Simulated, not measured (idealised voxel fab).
A process module follows: voxel wiring stack.
290 nm wide, 5 nm square cells: that's cross-section cut.
Cross-section layout: square cells on a grid; listed as bands, top to bottom; a band spans one or more cell rows. Look at the band entry: it leads with the top's height and the bottom's height in nm. Then it lists the materials left to right, with a width in nm for each. The word "all across" on a single material says that material fills the band edge to edge. The word "air" is empty space. Height 0 is the level under which the wafer as received is all one material. The lowest band goes on downwards, as in "0 -> down". Width: "30 to 40" (first number = top row, second number = bottom row, same change from row to row of cells). The designation "changes: none", where it is given for a processing step, indicates that no cell of the cross-section was altered in the course of that step. Closed void register: empty space of 8 cells or more with no open way to the top, each as width x height at its distance from the left edge, in nm. It should be noted that, on the line of a given step, the content following the step's settings is a remark produced by the simulator itself with respect to that step. overlay nm: mask offset rightward from planned place, masked step; negative means leftward offset.

Set out below are the planned steps of the process:
| 1 | RECEIVE | material Si |
| 2 | CONFORMAL_DEP | material SiO2 | thk nm 15 |
| 3 | CONFORMAL_DEP | material SiN | thk nm 5 |
| 4 | DIRECTIONAL_DEP | material SiO2 | thk nm 15 |
| 5 | PATTERN | tone open | mask id METAL_1 | material resist | width nm 20 | pitch nm 50 | thk nm 20 | overlay nm 0 |
| 6 | DIRECTIONAL_ETCH | etch materials SiO2 | depth nm 15 |
| 7 | DIRECTIONAL_ETCH | etch materials SiN | depth nm 5 |
| 8 | STRIP | etch materials resist |
| 9 | CONFORMAL_DEP | material TiN | thk nm 5 |
| 10 | FILL_DEP | material Cu | thk nm 5 |
| 11 | CMP | height nm 35 |
| 12 | CONFORMAL_DEP | material SiCN | thk nm 5 |
| 13 | DIRECTIONAL_DEP | material SiO2 | thk nm 25 |
| 14 | DIRECTIONAL_DEP | material aC | thk nm 15 |
| 15 | PATTERN | tone open | mask id METAL_2_HOLES | material resist | width nm 15 | pitch nm 100 | thk nm 35 | overlay nm 0 |
| 16 | DIRECTIONAL_ETCH | etch materials aC | depth nm 15 |
| 17 | STRIP | etch materials resist |
| 18 | DIRECTIONAL_ETCH | etch materials SiO2 | depth nm 25 |
| 19 | STRIP | etch materials aC |
| 20 | PATTERN | tone open | mask id METAL_2 | material resist | width nm 20 | pitch nm 50 | thk nm 15 | overlay nm 0 |
| 21 | DIRECTIONAL_ETCH | etch materials SiO2 | depth nm 15 |
| 22 | DIRECTIONAL_ETCH | etch materials SiCN | depth nm 5 |
| 23 | STRIP | etch materials resist |
| 24 | CONFORMAL_DEP | material TiN | thk nm 5 |
| 25 | FILL_DEP | material Ru | thk nm 10 |
| 26 | CMP | height nm 65 |
| 27 | CONFORMAL_DEP | material SiCN | thk nm 5 |
| 28 | DIRECTIONAL_DEP | material lowk | thk nm 30 |
| 29 | PATTERN | tone open | mask id METAL_3_HOLES | material resist | width nm 15 | pitch nm 100 | thk nm 20 | overlay nm 0 |
| 30 | DIRECTIONAL_ETCH | etch materials lowk | depth nm 30 |
| 31 | STRIP | etch materials resist |
| 32 | MASKED_ETCH | tone open | mask id METAL_3 | width nm 20 | pitch nm 50 | etch materials lowk | depth nm 20 | overlay nm 0 |
| 33 | MASKED_ETCH | tone open | mask id METAL_3 | width nm 20 | pitch nm 50 | etch materials SiCN | depth nm 5 | overlay nm 0 |
| 34 | CONFORMAL_DEP | material TiN | thk nm 5 |
| 35 | FILL_DEP | material Ru | thk nm 10 |
| 36 | CMP | height nm 100 |
| 37 | CONFORMAL_DEP | material SiCN | thk nm 5 |
| 38 | DIRECTIONAL_DEP | material lowk | thk nm 10 |
| 39 | MASKED_ETCH | tone open | mask id PLUG_3 | width nm 15 | pitch nm 50 | etch materials lowk | depth nm 10 | overlay nm 0 |
| 40 | MASKED_ETCH | tone open | mask id PLUG_3 | width nm 15 | pitch nm 50 | etch materials SiCN | depth nm 5 | overlay nm 0 |
| 41 | EPI | material Ru | thk nm 10 |
| 42 | EPI | material Ru | thk nm 5 |
| 43 | CONFORMAL_DEP | material SiN | thk nm 5 |
| 44 | DIRECTIONAL_DEP | material lowk | thk nm 15 |
| 45 | DIRECTIONAL_DEP | material aC | thk nm 15 |
| 46 | PATTERN | tone open | mask id METAL_4 | material resist | width nm 20 | pitch nm 50 | thk nm 35 | overlay nm 0 |
| 47 | DIRECTIONAL_ETCH | etch materials aC | depth nm 15 |
| 48 | STRIP | etch materials resist |
| 49 | DIRECTIONAL_ETCH | etch materials lowk | depth nm 15 |
| 50 | DIRECTIONAL_ETCH | etch materials SiN | depth nm 5 |
| 51 | STRIP | etch materials aC |
| 52 | CONFORMAL_DEP | material TiN | thk nm 5 |
| 53 | FILL_DEP | material Ru | thk nm 5 |
| 54 | CMP | height nm 135 |
| 55 | EPI | material Ru | thk nm 5 |
| 56 | FILL_DEP | material SiCN | thk nm 5 |

Delivered wafer in cross-section: state after step 1:
  0 -> down = Si all across
  Closed void register: none

Post-module cross-section of the first of two wafers (run per plan):
  145 -> 140 = SiCN all across
  140 -> 135 = 80 nm SiCN, 30 nm Ru, 20 nm SiCN, 30 nm Ru, 20 nm SiCN, 30 nm Ru, 80 nm SiCN
  135 -> 120 = 85 nm lowk, 5 nm TiN, 10 nm Ru, 5 nm TiN, 30 nm lowk, 5 nm TiN, 10 nm Ru, 5 nm TiN, 30 nm lowk, 5 nm TiN, 10 nm Ru, 5 nm TiN, 85 nm lowk
  120 -> 115 = 85 nm SiN, 20 nm TiN, 30 nm SiN, 20 nm TiN, 30 nm SiN, 20 nm TiN, 85 nm SiN
  115 -> 105 = 85 nm lowk, 15 nm Ru, 35 nm lowk, 15 nm Ru, 35 nm lowk, 15 nm Ru, 90 nm lowk
  105 -> 100 = 85 nm SiCN, 15 nm Ru, 35 nm SiCN, 15 nm Ru, 35 nm SiCN, 15 nm Ru, 90 nm SiCN
  100 -> 85 = 85 nm lowk, 5 nm TiN, 10 nm Ru, 5 nm TiN, 30 nm lowk, 5 nm TiN, 10 nm Ru, 5 nm TiN, 30 nm lowk, 5 nm TiN, 10 nm Ru, 5 nm TiN, 85 nm lowk
  85 -> 80 = 85 nm lowk, 5 nm TiN, 5 nm Ru, 10 nm TiN, 30 nm lowk, 20 nm TiN, 30 nm lowk, 5 nm TiN, 5 nm Ru, 10 nm TiN, 85 nm lowk
  80 -> 70 = 85 nm lowk, 5 nm TiN, 5 nm Ru, 5 nm TiN, 85 nm lowk, 5 nm TiN, 5 nm Ru, 5 nm TiN, 90 nm lowk
  70 -> 65 = 85 nm SiCN, 15 nm TiN, 85 nm SiCN, 15 nm TiN, 90 nm SiCN
  65 -> 55 = 85 nm SiO2, 5 nm TiN, 10 nm Ru, 5 nm TiN, 30 nm SiO2, 5 nm TiN, 10 nm Ru, 5 nm TiN, 30 nm SiO2, 5 nm TiN, 10 nm Ru, 5 nm TiN, 85 nm SiO2
  55 -> 50 = 85 nm SiO2, 5 nm TiN, 5 nm Ru, 10 nm TiN, 30 nm SiO2, 20 nm TiN, 30 nm SiO2, 5 nm TiN, 5 nm Ru, 10 nm TiN, 85 nm SiO2
  50 -> 40 = 85 nm SiO2, 5 nm TiN, 5 nm Ru, 5 nm TiN, 85 nm SiO2, 5 nm TiN, 5 nm Ru, 5 nm TiN, 90 nm SiO2
  40 -> 35 = 85 nm SiCN, 15 nm TiN, 85 nm SiCN, 15 nm TiN, 90 nm SiCN
  35 -> 20 = 85 nm SiO2, 5 nm TiN, 10 nm Cu, 5 nm TiN, 30 nm SiO2, 5 nm TiN, 10 nm Cu, 5 nm TiN, 30 nm SiO2, 5 nm TiN, 10 nm Cu, 5 nm TiN, 85 nm SiO2
  20 -> 15 = 85 nm SiN, 20 nm TiN, 30 nm SiN, 20 nm TiN, 30 nm SiN, 20 nm TiN, 85 nm SiN
  15 -> 0 = SiO2 all across
  0 -> down = Si all across
  Closed void register: none

End of module, second wafer, cross-section. Started like the first, planned like the first, run with one mistake:
  145 -> 140 = SiCN all across
  140 -> 135 = 80 nm SiCN, 30 nm Ru, 20 nm SiCN, 30 nm Ru, 20 nm SiCN, 30 nm Ru, 80 nm SiCN
  135 -> 120 = 85 nm lowk, 5 nm TiN, 10 nm Ru, 5 nm TiN, 30 nm lowk, 5 nm TiN, 10 nm Ru, 5 nm TiN, 30 nm lowk, 5 nm TiN, 10 nm Ru, 5 nm TiN, 85 nm lowk
  120 -> 115 = 85 nm SiN, 20 nm TiN, 30 nm SiN, 20 nm TiN, 30 nm SiN, 20 nm TiN, 85 nm SiN
  115 -> 105 = 85 nm lowk, 15 nm Ru, 35 nm lowk, 15 nm Ru, 35 nm lowk, 15 nm Ru, 90 nm lowk
  105 -> 100 = 85 nm SiCN, 15 nm Ru, 35 nm SiCN, 15 nm Ru, 35 nm SiCN, 15 nm Ru, 90 nm SiCN
  100 -> 85 = 85 nm lowk, 5 nm TiN, 10 nm Ru, 5 nm TiN, 30 nm lowk, 5 nm TiN, 10 nm Ru, 5 nm TiN, 30 nm lowk, 5 nm TiN, 10 nm Ru, 5 nm TiN, 85 nm lowk
  85 -> 80 = 85 nm lowk, 5 nm TiN, 5 nm Ru, 10 nm TiN, 30 nm lowk, 20 nm TiN, 30 nm lowk, 5 nm TiN, 5 nm Ru, 10 nm TiN, 85 nm lowk
  80 -> 70 = 85 nm lowk, 5 nm TiN, 5 nm Ru, 5 nm TiN, 85 nm lowk, 5 nm TiN, 5 nm Ru, 5 nm TiN, 90 nm lowk
  70 -> 65 = 85 nm SiCN, 15 nm TiN, 85 nm SiCN, 15 nm TiN, 90 nm SiCN
  65 -> 55 = 85 nm SiO2, 5 nm TiN, 10 nm Ru, 5 nm TiN, 30 nm SiO2, 5 nm TiN, 10 nm Ru, 5 nm TiN, 30 nm SiO2, 5 nm TiN, 10 nm Ru, 5 nm TiN, 85 nm SiO2
  55 -> 50 = 85 nm SiO2, 5 nm TiN, 5 nm Ru, 10 nm TiN, 30 nm SiO2, 20 nm TiN, 30 nm SiO2, 5 nm TiN, 5 nm Ru, 10 nm TiN, 85 nm SiO2
  50 -> 40 = 85 nm SiO2, 5 nm TiN, 5 nm Ru, 5 nm TiN, 85 nm SiO2, 5 nm TiN, 5 nm Ru, 5 nm TiN, 90 nm SiO2
  40 -> 35 = 85 nm SiCN, 15 nm TiN, 85 nm SiCN, 15 nm TiN, 90 nm SiCN
  35 -> 25 = 85 nm SiO2, 5 nm TiN, 10 nm Cu, 5 nm TiN, 30 nm SiO2, 5 nm TiN, 10 nm Cu, 5 nm TiN, 30 nm SiO2, 5 nm TiN, 10 nm Cu, 5 nm TiN, 85 nm SiO2
  25 -> 20 = 85 nm SiO2, 20 nm TiN, 30 nm SiO2, 20 nm TiN, 30 nm SiO2, 20 nm TiN, 85 nm SiO2
  20 -> 15 = TiN all across
  15 -> 0 = SiO2 all across
  0 -> down = Si all across
  Closed void register: none
What broke from the plan during processing? contrary to plan, step 3 was performed as CONFORMAL_DEP | material TiN | thk nm 5
FYI, end of process, the second wafer has more or fewer cells of some materials than the first: 6 fewer of Cu; 46 fewer of SiN; 52 more of TiN
